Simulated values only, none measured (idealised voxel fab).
A process module follows: voxel wiring stack.
FYI the section here is cut, 295 nm wide, cells are 5 nm squares.
Cross-section spec: square-cell grid; bands listed top down; each band is one or more rows.
Top, bottom (nm), then materials left to right with widths (nm); lone material tagged "all across" fills the whole band edge to edge; "blank" = empty space.
Heights are measured from 0, the level below which the as-received wafer is all one material; the lowest band has no bottom and continues downward, written as in "top 0, no bottom".
When a width is written as two numbers, as in "30..40", the first number is the width in the top row of cells of the band and the second is the width in its bottom row, and the width changes by the same amount from each row to the next.
For the purposes of this document, the phrase "nothing was modified" attached to a step denotes that no cell within the cross-section was modified by that step.
Reported under the label "Sealed void inventory" are the empty spaces having no open way to the top and comprising 8 cells or more; the notation for each is width x height at distance, in which the distance is measured from the left edge and all three values are in nm.
Where a step's line continues beyond its settings, the continuation is a remark by the simulator itself on that step.
overlay nm: for a step with a mask, the amount by which the mask lay right of where it was planned; a negative amount means left of it.

These are the steps we planned for the process:
1: RECEIVE, material Si
2: CONFORMAL_DEP, material SiO2, thk nm 10
3: DIRECTIONAL_DEP, material TiN, thk nm 5
4: DIRECTIONAL_DEP, material Ru, thk nm 25
5: MASKED_ETCH, tone cover, mask id METAL_1, width nm 30, pitch nm 55, etch materials Ru, depth nm 25, overlay nm 0
6: MASKED_ETCH, tone cover, mask id METAL_1, width nm 30, pitch nm 55, etch materials TiN, depth nm 5, overlay nm 0
7: FILL_DEP, material SiO2, thk nm 10
8: CMP, height nm 40
9: CONFORMAL_DEP, material SiCN, thk nm 5
10: DIRECTIONAL_DEP, material lowk, thk nm 20
11: PATTERN, tone open, mask id PLUG_1, material resist, width nm 15, pitch nm 110, thk nm 20, overlay nm 0
12: DIRECTIONAL_ETCH, etch materials lowk, depth nm 20
13: DIRECTIONAL_ETCH, etch materials SiCN, depth nm 5
14: STRIP, etch materials resist
15: EPI, material Ru, thk nm 10
16: EPI, material Ru, thk nm 10
17: EPI, material Ru, thk nm 5
18: DIRECTIONAL_DEP, material TiN, thk nm 5
19: DIRECTIONAL_DEP, material W, thk nm 20
20: DIRECTIONAL_DEP, material aC, thk nm 15
21: PATTERN, tone cover, mask id METAL_2, material resist, width nm 30, pitch nm 55, thk nm 35, overlay nm 0
22: DIRECTIONAL_ETCH, etch materials aC, depth nm 15
23: STRIP, etch materials resist
24: DIRECTIONAL_ETCH, etch materials W, depth nm 20
25: DIRECTIONAL_ETCH, etch materials TiN, depth nm 5
26: STRIP, etch materials aC
27: FILL_DEP, material SiO2, thk nm 5
28: CMP, height nm 90
29: CONFORMAL_DEP, material SiCN, thk nm 5

Cross-section of the wafer upon arrival, representing the state reached after step 1:
* top 0, no bottom = Si all across
* Sealed void inventory: none

Cross-section: first of two wafers, module finished, run according to plan:
* top 95, bottom 90 = SiCN all across
* top 90, bottom 70 = 75 of SiO2  30 of W  25 of SiO2  30 of W  25 of SiO2  30 of W  80 of SiO2
* top 70, bottom 65 = 75 of SiO2  30 of TiN  25 of SiO2  30 of TiN  25 of SiO2  30 of TiN  80 of SiO2
* top 65, bottom 45 = 75 of lowk  15 of Ru  95 of lowk  15 of Ru  95 of lowk
* top 45, bottom 40 = 75 of SiCN  15 of Ru  95 of SiCN  15 of Ru  95 of SiCN
* top 40, bottom 15 = 75 of SiO2  30 of Ru  25 of SiO2  30 of Ru  25 of SiO2  30 of Ru  80 of SiO2
* top 15, bottom 10 = 75 of SiO2  30 of TiN  25 of SiO2  30 of TiN  25 of SiO2  30 of TiN  80 of SiO2
* top 10, bottom 0 = SiO2 all across
* top 0, no bottom = Si all across
* Sealed void inventory: none

Here is the second of the two wafers cut open at the end of the module - same start, same plan as the first one, but we made one mistake running it:
* top 95, bottom 90 = SiCN all across
* top 90, bottom 80 = 90 of SiO2  15 of W  25 of SiO2  30 of W  40 of SiO2  15 of W  80 of SiO2
* top 80, bottom 70 = 75 of SiO2  30 of W  25 of SiO2  30 of W  25 of SiO2  30 of W  80 of SiO2
* top 70, bottom 65 = 75 of SiO2  15 of W  15 of TiN  25 of SiO2  30 of TiN  25 of SiO2  15 of W  15 of TiN  80 of SiO2
* top 65, bottom 60 = 75 of lowk  15 of W  95 of lowk  15 of W  95 of lowk
* top 60, bottom 55 = 75 of lowk  15 of TiN  95 of lowk  15 of TiN  95 of lowk
* top 55, bottom 45 = 75 of lowk  15 of Ru  95 of lowk  15 of Ru  95 of lowk
* top 45, bottom 40 = 75 of SiCN  15 of Ru  95 of SiCN  15 of Ru  95 of SiCN
* top 40, bottom 15 = 75 of SiO2  30 of Ru  25 of SiO2  30 of Ru  25 of SiO2  30 of Ru  80 of SiO2
* top 15, bottom 10 = 75 of SiO2  30 of TiN  25 of SiO2  30 of TiN  25 of SiO2  30 of TiN  80 of SiO2
* top 10, bottom 0 = SiO2 all across
* top 0, no bottom = Si all across
* Sealed void inventory: none
The plan and the run diverged here: one of the steps 15 and 16 was omitted; as these steps are identical, the omitted step is not identifiable
Heads up, by the end the second wafer has more or fewer cells of some materials compared to the first: Ru: 12 fewer; SiO2: 12 more
